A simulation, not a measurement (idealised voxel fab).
Process module heading - voxel gate over fins
For reference, the cross-section in this document is cut, with width 220 nm and square cells of 5 nm.
Cross-section, as written here: a square-cell grid given band by band from the top down, where a band holds one or more rows of cells. Per band: top height and bottom height in nm, followed by the left-to-right materials and their widths in nm; "full width" marks a single material spanning edge to edge, "air" marks empty space. It should be noted that heights are counted from 0, beneath which the wafer as supplied is of one material throughout, and that the lowest band possesses no lower boundary but continues downward, as written in "top 0, no bottom". You'd read "30..40" like this: the band's top row of cells is as wide as the first number, its bottom row is as wide as the second, and going down, every row changes width by the same amount as the row before did. Take "no change occurred" at face value: in the step it is given for, the cross-section changed in none of its cells. For the entry "Closed-off voids", the listed items are empty spaces with no open way to the top whose size is 8 cells or more; each item follows the pattern width x height at distance, where distance is from the left edge and all three are in nm. Whatever follows a step's settings on its line is a remark the simulator itself makes about that step. "overlay nm" answers the question of how far to the right of plan the mask lay on a step that has a mask, and when it is negative the answer is to the left.

THE PLANNED PROCESS STEPS ARE ENUMERATED HEREUNDER
| 1 | op RECEIVE | material Si |
| 2 | op CONFORMAL_DEP | material SiN | thk nm 5 |
| 3 | op DIRECTIONAL_DEP | material aC | thk nm 10 |
| 4 | op PATTERN | tone cover | mask id FINS | material resist | width nm 15 | pitch nm 40 | thk nm 25 | overlay nm 0 |
| 5 | op DIRECTIONAL_ETCH | etch materials aC | depth nm 10 |
| 6 | op STRIP | etch materials resist |
| 7 | op DIRECTIONAL_ETCH | etch materials SiN | depth nm 5 |
| 8 | op DIRECTIONAL_ETCH | etch materials Si | depth nm 40 |
| 9 | op STRIP | etch materials aC |
| 10 | op OXIDIZE | depth nm 5 |
| 11 | op FILL_DEP | material SiO2 | thk nm 5 |
| 12 | op CMP | height nm 5 |
| 13 | op SELECTIVE_ETCH | etch materials SiO2 | depth nm 15 |
| 14 | op STRIP | etch materials SiN |
| 15 | op CONFORMAL_DEP | material HfO2 | thk nm 5 |
| 16 | op CONFORMAL_DEP | material TiN | thk nm 5 |
| 17 | op CONFORMAL_DEP | material TiAl | thk nm 5 |
| 18 | op CONFORMAL_DEP | material TiN | thk nm 5 |
| 19 | op FILL_DEP | material W | thk nm 10 |
| 20 | op CMP | height nm 25 |
| 21 | op CONFORMAL_DEP | material SiCN | thk nm 10 |

FIRST OF TWO WAFERS, PROCESSED ACCORDING TO PLAN

AS RECEIVED (POST STEP 1): CROSS-SECTION
	top 0, no bottom | Si full width
	Closed-off voids: none

UPON COMPLETION OF STEP 2, THE WAFER APPEARS IN CROSS-SECTION AS SHOWN
	top 5, bottom 0 | SiN full width
	Under 0: no change, same as before.

UPON COMPLETION OF STEP 3, THE WAFER APPEARS IN CROSS-SECTION AS SHOWN
	top 15, bottom 5 | aC full width
	Under 5: no change, same as before.

UPON COMPLETION OF STEP 4, THE WAFER APPEARS IN CROSS-SECTION AS SHOWN
	top 40, bottom 15 | air: 40 | resist: 15 | air: 25 | resist: 15 | air: 25 | resist: 15 | air: 25 | resist: 15 | air: 45
	Under 15: no change, same as before.

UPON COMPLETION OF STEP 5, THE WAFER APPEARS IN CROSS-SECTION AS SHOWN
	top 30, bottom 15 | air: 40 | resist: 15 | air: 25 | resist: 15 | air: 25 | resist: 15 | air: 25 | resist: 15 | air: 45
	top 15, bottom 5 | air: 40 | aC: 15 | air: 25 | aC: 15 | air: 25 | aC: 15 | air: 25 | aC: 15 | air: 45
	Under 5: no change, same as before.

UPON COMPLETION OF STEP 6, THE WAFER APPEARS IN CROSS-SECTION AS SHOWN
	top 15, bottom 5 | air: 40 | aC: 15 | air: 25 | aC: 15 | air: 25 | aC: 15 | air: 25 | aC: 15 | air: 45
	Under 5: no change, same as before.

UPON COMPLETION OF STEP 7, THE WAFER APPEARS IN CROSS-SECTION AS SHOWN
	top 15, bottom 5 | air: 40 | aC: 15 | air: 25 | aC: 15 | air: 25 | aC: 15 | air: 25 | aC: 15 | air: 45
	top 5, bottom 0 | air: 40 | SiN: 15 | air: 25 | SiN: 15 | air: 25 | SiN: 15 | air: 25 | SiN: 15 | air: 45
	Under 0: no change, same as before.

UPON COMPLETION OF STEP 8, THE WAFER APPEARS IN CROSS-SECTION AS SHOWN
	top 15, bottom 5 | air: 40 | aC: 15 | air: 25 | aC: 15 | air: 25 | aC: 15 | air: 25 | aC: 15 | air: 45
	top 5, bottom 0 | air: 40 | SiN: 15 | air: 25 | SiN: 15 | air: 25 | SiN: 15 | air: 25 | SiN: 15 | air: 45
	top 0, bottom -40 | air: 40 | Si: 15 | air: 25 | Si: 15 | air: 25 | Si: 15 | air: 25 | Si: 15 | air: 45
	Under -40: no change, same as before.

UPON COMPLETION OF STEP 9, THE WAFER APPEARS IN CROSS-SECTION AS SHOWN
	top 5, bottom 0 | air: 40 | SiN: 15 | air: 25 | SiN: 15 | air: 25 | SiN: 15 | air: 25 | SiN: 15 | air: 45
	Under 0: no change, same as before.

UPON COMPLETION OF STEP 10, THE WAFER APPEARS IN CROSS-SECTION AS SHOWN
	top 5, bottom 0 | air: 40 | SiN: 15 | air: 25 | SiN: 15 | air: 25 | SiN: 15 | air: 25 | SiN: 15 | air: 45
	top 0, bottom -40 | air: 40 | SiO2: 5 | Si: 5 | SiO2: 5 | air: 25 | SiO2: 5 | Si: 5 | SiO2: 5 | air: 25 | SiO2: 5 | Si: 5 | SiO2: 5 | air: 25 | SiO2: 5 | Si: 5 | SiO2: 5 | air: 45
	top -40, bottom -45 | SiO2: 45 | Si: 5 | SiO2: 35 | Si: 5 | SiO2: 35 | Si: 5 | SiO2: 35 | Si: 5 | SiO2: 50
	Under -45: no change, same as before.

UPON COMPLETION OF STEP 11, THE WAFER APPEARS IN CROSS-SECTION AS SHOWN
	top 10, bottom 5 | SiO2 full width
	top 5, bottom 0 | SiO2: 40 | SiN: 15 | SiO2: 25 | SiN: 15 | SiO2: 25 | SiN: 15 | SiO2: 25 | SiN: 15 | SiO2: 45
	top 0, bottom -45 | SiO2: 45 | Si: 5 | SiO2: 35 | Si: 5 | SiO2: 35 | Si: 5 | SiO2: 35 | Si: 5 | SiO2: 50
	Under -45: no change, same as before.

UPON COMPLETION OF STEP 12, THE WAFER APPEARS IN CROSS-SECTION AS SHOWN
	top 5, bottom 0 | SiO2: 40 | SiN: 15 | SiO2: 25 | SiN: 15 | SiO2: 25 | SiN: 15 | SiO2: 25 | SiN: 15 | SiO2: 45
	Under 0: no change, same as before.

UPON COMPLETION OF STEP 13, THE WAFER APPEARS IN CROSS-SECTION AS SHOWN
	top 5, bottom 0 | air: 40 | SiN: 15 | air: 25 | SiN: 15 | air: 25 | SiN: 15 | air: 25 | SiN: 15 | air: 45
	top 0, bottom -10 | air: 45 | Si: 5 | air: 35 | Si: 5 | air: 35 | Si: 5 | air: 35 | Si: 5 | air: 50
	Under -10: no change, same as before.

UPON COMPLETION OF STEP 14, THE WAFER APPEARS IN CROSS-SECTION AS SHOWN
	top 0, bottom -10 | air: 45 | Si: 5 | air: 35 | Si: 5 | air: 35 | Si: 5 | air: 35 | Si: 5 | air: 50
	Under -10: no change, same as before.

UPON COMPLETION OF STEP 15, THE WAFER APPEARS IN CROSS-SECTION AS SHOWN
	top 5, bottom 0 | air: 40 | HfO2: 15 | air: 25 | HfO2: 15 | air: 25 | HfO2: 15 | air: 25 | HfO2: 15 | air: 45
	top 0, bottom -5 | air: 40 | HfO2: 5 | Si: 5 | HfO2: 5 | air: 25 | HfO2: 5 | Si: 5 | HfO2: 5 | air: 25 | HfO2: 5 | Si: 5 | HfO2: 5 | air: 25 | HfO2: 5 | Si: 5 | HfO2: 5 | air: 45
	top -5, bottom -10 | HfO2: 45 | Si: 5 | HfO2: 35 | Si: 5 | HfO2: 35 | Si: 5 | HfO2: 35 | Si: 5 | HfO2: 50
	Under -10: no change, same as before.

UPON COMPLETION OF STEP 16, THE WAFER APPEARS IN CROSS-SECTION AS SHOWN
	top 10, bottom 5 | air: 35 | TiN: 25 | air: 15 | TiN: 25 | air: 15 | TiN: 25 | air: 15 | TiN: 25 | air: 40
	top 5, bottom 0 | air: 35 | TiN: 5 | HfO2: 15 | TiN: 5 | air: 15 | TiN: 5 | HfO2: 15 | TiN: 5 | air: 15 | TiN: 5 | HfO2: 15 | TiN: 5 | air: 15 | TiN: 5 | HfO2: 15 | TiN: 5 | air: 40
	top 0, bottom -5 | TiN: 40 | HfO2: 5 | Si: 5 | HfO2: 5 | TiN: 25 | HfO2: 5 | Si: 5 | HfO2: 5 | TiN: 25 | HfO2: 5 | Si: 5 | HfO2: 5 | TiN: 25 | HfO2: 5 | Si: 5 | HfO2: 5 | TiN: 45
	Under -5: no change, same as before.

UPON COMPLETION OF STEP 17, THE WAFER APPEARS IN CROSS-SECTION AS SHOWN
	top 15, bottom 10 | air: 30 | TiAl: 35 | air: 5 | TiAl: 35 | air: 5 | TiAl: 35 | air: 5 | TiAl: 35 | air: 35
	top 10, bottom 5 | air: 30 | TiAl: 5 | TiN: 25 | TiAl: 5 | air: 5 | TiAl: 5 | TiN: 25 | TiAl: 5 | air: 5 | TiAl: 5 | TiN: 25 | TiAl: 5 | air: 5 | TiAl: 5 | TiN: 25 | TiAl: 5 | air: 35
	top 5, bottom 0 | TiAl: 35 | TiN: 5 | HfO2: 15 | TiN: 5 | TiAl: 15 | TiN: 5 | HfO2: 15 | TiN: 5 | TiAl: 15 | TiN: 5 | HfO2: 15 | TiN: 5 | TiAl: 15 | TiN: 5 | HfO2: 15 | TiN: 5 | TiAl: 40
	Under 0: no change, same as before.

UPON COMPLETION OF STEP 18, THE WAFER APPEARS IN CROSS-SECTION AS SHOWN
	top 20, bottom 15 | air: 25 | TiN: 165 | air: 30
	top 15, bottom 10 | air: 25 | TiN: 5 | TiAl: 35 | TiN: 5 | TiAl: 35 | TiN: 5 | TiAl: 35 | TiN: 5 | TiAl: 35 | TiN: 5 | air: 30
	top 10, bottom 5 | TiN: 30 | TiAl: 5 | TiN: 25 | TiAl: 5 | TiN: 5 | TiAl: 5 | TiN: 25 | TiAl: 5 | TiN: 5 | TiAl: 5 | TiN: 25 | TiAl: 5 | TiN: 5 | TiAl: 5 | TiN: 25 | TiAl: 5 | TiN: 35
	Under 5: no change, same as before.

UPON COMPLETION OF STEP 19, THE WAFER APPEARS IN CROSS-SECTION AS SHOWN
	top 30, bottom 20 | W full width
	top 20, bottom 15 | W: 25 | TiN: 165 | W: 30
	top 15, bottom 10 | W: 25 | TiN: 5 | TiAl: 35 | TiN: 5 | TiAl: 35 | TiN: 5 | TiAl: 35 | TiN: 5 | TiAl: 35 | TiN: 5 | W: 30
	Under 10: no change, same as before.

UPON COMPLETION OF STEP 20, THE WAFER APPEARS IN CROSS-SECTION AS SHOWN
	top 25, bottom 20 | W full width
	Under 20: no change, same as before.

UPON COMPLETION OF STEP 21, THE WAFER APPEARS IN CROSS-SECTION AS SHOWN
	top 35, bottom 25 | SiCN full width
	Under 25: no change, same as before.

SECOND WAFER, SAME STARTING STATE AND PLAN AS THE FIRST, ONE MISTAKE IN THE RUN, IDENTICAL THROUGH STEP 12

SECOND WAFER SHOWN IN CROSS-SECTION AT THE TIME STEP 13 WAS SLATED TO END
	top 5, bottom 0 | air: 40 | SiN: 15 | air: 25 | SiN: 15 | air: 25 | SiN: 15 | air: 25 | SiN: 15 | air: 45
	top 0, bottom -25 | air: 45 | Si: 5 | air: 35 | Si: 5 | air: 35 | Si: 5 | air: 35 | Si: 5 | air: 50
	Under -25: no change, same as before.

SECOND WAFER SHOWN IN CROSS-SECTION AT THE TIME STEP 14 WAS SLATED TO END
	top 0, bottom -25 | air: 45 | Si: 5 | air: 35 | Si: 5 | air: 35 | Si: 5 | air: 35 | Si: 5 | air: 50
	Under -25: no change, same as before.

SECOND WAFER SHOWN IN CROSS-SECTION AT THE TIME STEP 15 WAS SLATED TO END
	top 5, bottom 0 | air: 40 | HfO2: 15 | air: 25 | HfO2: 15 | air: 25 | HfO2: 15 | air: 25 | HfO2: 15 | air: 45
	top 0, bottom -20 | air: 40 | HfO2: 5 | Si: 5 | HfO2: 5 | air: 25 | HfO2: 5 | Si: 5 | HfO2: 5 | air: 25 | HfO2: 5 | Si: 5 | HfO2: 5 | air: 25 | HfO2: 5 | Si: 5 | HfO2: 5 | air: 45
	top -20, bottom -25 | HfO2: 45 | Si: 5 | HfO2: 35 | Si: 5 | HfO2: 35 | Si: 5 | HfO2: 35 | Si: 5 | HfO2: 50
	Under -25: no change, same as before.

SECOND WAFER SHOWN IN CROSS-SECTION AT THE TIME STEP 16 WAS SLATED TO END
	top 10, bottom 5 | air: 35 | TiN: 25 | air: 15 | TiN: 25 | air: 15 | TiN: 25 | air: 15 | TiN: 25 | air: 40
	top 5, bottom 0 | air: 35 | TiN: 5 | HfO2: 15 | TiN: 5 | air: 15 | TiN: 5 | HfO2: 15 | TiN: 5 | air: 15 | TiN: 5 | HfO2: 15 | TiN: 5 | air: 15 | TiN: 5 | HfO2: 15 | TiN: 5 | air: 40
	top 0, bottom -15 | air: 35 | TiN: 5 | HfO2: 5 | Si: 5 | HfO2: 5 | TiN: 5 | air: 15 | TiN: 5 | HfO2: 5 | Si: 5 | HfO2: 5 | TiN: 5 | air: 15 | TiN: 5 | HfO2: 5 | Si: 5 | HfO2: 5 | TiN: 5 | air: 15 | TiN: 5 | HfO2: 5 | Si: 5 | HfO2: 5 | TiN: 5 | air: 40
	top -15, bottom -20 | TiN: 40 | HfO2: 5 | Si: 5 | HfO2: 5 | TiN: 25 | HfO2: 5 | Si: 5 | HfO2: 5 | TiN: 25 | HfO2: 5 | Si: 5 | HfO2: 5 | TiN: 25 | HfO2: 5 | Si: 5 | HfO2: 5 | TiN: 45
	Under -20: no change, same as before.

SECOND WAFER SHOWN IN CROSS-SECTION AT THE TIME STEP 17 WAS SLATED TO END
	top 15, bottom 10 | air: 30 | TiAl: 35 | air: 5 | TiAl: 35 | air: 5 | TiAl: 35 | air: 5 | TiAl: 35 | air: 35
	top 10, bottom 5 | air: 30 | TiAl: 5 | TiN: 25 | TiAl: 5 | air: 5 | TiAl: 5 | TiN: 25 | TiAl: 5 | air: 5 | TiAl: 5 | TiN: 25 | TiAl: 5 | air: 5 | TiAl: 5 | TiN: 25 | TiAl: 5 | air: 35
	top 5, bottom 0 | air: 30 | TiAl: 5 | TiN: 5 | HfO2: 15 | TiN: 5 | TiAl: 5 | air: 5 | TiAl: 5 | TiN: 5 | HfO2: 15 | TiN: 5 | TiAl: 5 | air: 5 | TiAl: 5 | TiN: 5 | HfO2: 15 | TiN: 5 | TiAl: 5 | air: 5 | TiAl: 5 | TiN: 5 | HfO2: 15 | TiN: 5 | TiAl: 5 | air: 35
	top 0, bottom -10 | air: 30 | TiAl: 5 | TiN: 5 | HfO2: 5 | Si: 5 | HfO2: 5 | TiN: 5 | TiAl: 5 | air: 5 | TiAl: 5 | TiN: 5 | HfO2: 5 | Si: 5 | HfO2: 5 | TiN: 5 | TiAl: 5 | air: 5 | TiAl: 5 | TiN: 5 | HfO2: 5 | Si: 5 | HfO2: 5 | TiN: 5 | TiAl: 5 | air: 5 | TiAl: 5 | TiN: 5 | HfO2: 5 | Si: 5 | HfO2: 5 | TiN: 5 | TiAl: 5 | air: 35
	top -10, bottom -15 | TiAl: 35 | TiN: 5 | HfO2: 5 | Si: 5 | HfO2: 5 | TiN: 5 | TiAl: 15 | TiN: 5 | HfO2: 5 | Si: 5 | HfO2: 5 | TiN: 5 | TiAl: 15 | TiN: 5 | HfO2: 5 | Si: 5 | HfO2: 5 | TiN: 5 | TiAl: 15 | TiN: 5 | HfO2: 5 | Si: 5 | HfO2: 5 | TiN: 5 | TiAl: 40
	Under -15: no change, same as before.

SECOND WAFER SHOWN IN CROSS-SECTION AT THE TIME STEP 18 WAS SLATED TO END
	top 20, bottom 15 | air: 25 | TiN: 165 | air: 30
	top 15, bottom 10 | air: 25 | TiN: 5 | TiAl: 35 | TiN: 5 | TiAl: 35 | TiN: 5 | TiAl: 35 | TiN: 5 | TiAl: 35 | TiN: 5 | air: 30
	top 10, bottom 5 | air: 25 | TiN: 5 | TiAl: 5 | TiN: 25 | TiAl: 5 | TiN: 5 | TiAl: 5 | TiN: 25 | TiAl: 5 | TiN: 5 | TiAl: 5 | TiN: 25 | TiAl: 5 | TiN: 5 | TiAl: 5 | TiN: 25 | TiAl: 5 | TiN: 5 | air: 30
	top 5, bottom 0 | air: 25 | TiN: 5 | TiAl: 5 | TiN: 5 | HfO2: 15 | TiN: 5 | TiAl: 5 | TiN: 5 | TiAl: 5 | TiN: 5 | HfO2: 15 | TiN: 5 | TiAl: 5 | TiN: 5 | TiAl: 5 | TiN: 5 | HfO2: 15 | TiN: 5 | TiAl: 5 | TiN: 5 | TiAl: 5 | TiN: 5 | HfO2: 15 | TiN: 5 | TiAl: 5 | TiN: 5 | air: 30
	top 0, bottom -5 | air: 25 | TiN: 5 | TiAl: 5 | TiN: 5 | HfO2: 5 | Si: 5 | HfO2: 5 | TiN: 5 | TiAl: 5 | TiN: 5 | TiAl: 5 | TiN: 5 | HfO2: 5 | Si: 5 | HfO2: 5 | TiN: 5 | TiAl: 5 | TiN: 5 | TiAl: 5 | TiN: 5 | HfO2: 5 | Si: 5 | HfO2: 5 | TiN: 5 | TiAl: 5 | TiN: 5 | TiAl: 5 | TiN: 5 | HfO2: 5 | Si: 5 | HfO2: 5 | TiN: 5 | TiAl: 5 | TiN: 5 | air: 30
	top -5, bottom -10 | TiN: 30 | TiAl: 5 | TiN: 5 | HfO2: 5 | Si: 5 | HfO2: 5 | TiN: 5 | TiAl: 5 | TiN: 5 | TiAl: 5 | TiN: 5 | HfO2: 5 | Si: 5 | HfO2: 5 | TiN: 5 | TiAl: 5 | TiN: 5 | TiAl: 5 | TiN: 5 | HfO2: 5 | Si: 5 | HfO2: 5 | TiN: 5 | TiAl: 5 | TiN: 5 | TiAl: 5 | TiN: 5 | HfO2: 5 | Si: 5 | HfO2: 5 | TiN: 5 | TiAl: 5 | TiN: 35
	Under -10: no change, same as before.

SECOND WAFER SHOWN IN CROSS-SECTION AT THE TIME STEP 19 WAS SLATED TO END
	top 30, bottom 20 | W full width
	top 20, bottom 15 | W: 25 | TiN: 165 | W: 30
	top 15, bottom 10 | W: 25 | TiN: 5 | TiAl: 35 | TiN: 5 | TiAl: 35 | TiN: 5 | TiAl: 35 | TiN: 5 | TiAl: 35 | TiN: 5 | W: 30
	top 10, bottom 5 | W: 25 | TiN: 5 | TiAl: 5 | TiN: 25 | TiAl: 5 | TiN: 5 | TiAl: 5 | TiN: 25 | TiAl: 5 | TiN: 5 | TiAl: 5 | TiN: 25 | TiAl: 5 | TiN: 5 | TiAl: 5 | TiN: 25 | TiAl: 5 | TiN: 5 | W: 30
	top 5, bottom 0 | W: 25 | TiN: 5 | TiAl: 5 | TiN: 5 | HfO2: 15 | TiN: 5 | TiAl: 5 | TiN: 5 | TiAl: 5 | TiN: 5 | HfO2: 15 | TiN: 5 | TiAl: 5 | TiN: 5 | TiAl: 5 | TiN: 5 | HfO2: 15 | TiN: 5 | TiAl: 5 | TiN: 5 | TiAl: 5 | TiN: 5 | HfO2: 15 | TiN: 5 | TiAl: 5 | TiN: 5 | W: 30
	top 0, bottom -5 | W: 25 | TiN: 5 | TiAl: 5 | TiN: 5 | HfO2: 5 | Si: 5 | HfO2: 5 | TiN: 5 | TiAl: 5 | TiN: 5 | TiAl: 5 | TiN: 5 | HfO2: 5 | Si: 5 | HfO2: 5 | TiN: 5 | TiAl: 5 | TiN: 5 | TiAl: 5 | TiN: 5 | HfO2: 5 | Si: 5 | HfO2: 5 | TiN: 5 | TiAl: 5 | TiN: 5 | TiAl: 5 | TiN: 5 | HfO2: 5 | Si: 5 | HfO2: 5 | TiN: 5 | TiAl: 5 | TiN: 5 | W: 30
	Under -5: no change, same as before.

SECOND WAFER SHOWN IN CROSS-SECTION AT THE TIME STEP 20 WAS SLATED TO END
	top 25, bottom 20 | W full width
	Under 20: no change, same as before.

SECOND WAFER SHOWN IN CROSS-SECTION AT THE TIME STEP 21 WAS SLATED TO END
	top 35, bottom 25 | SiCN full width
	Under 25: no change, same as before.
Against the plan, the run slipped here: plan step 13 was conducted twice
End of process, cell counts, second wafer against first, materials with more or fewer: +24 HfO2; -120 SiO2; +24 TiAl; +39 TiN; +33 W
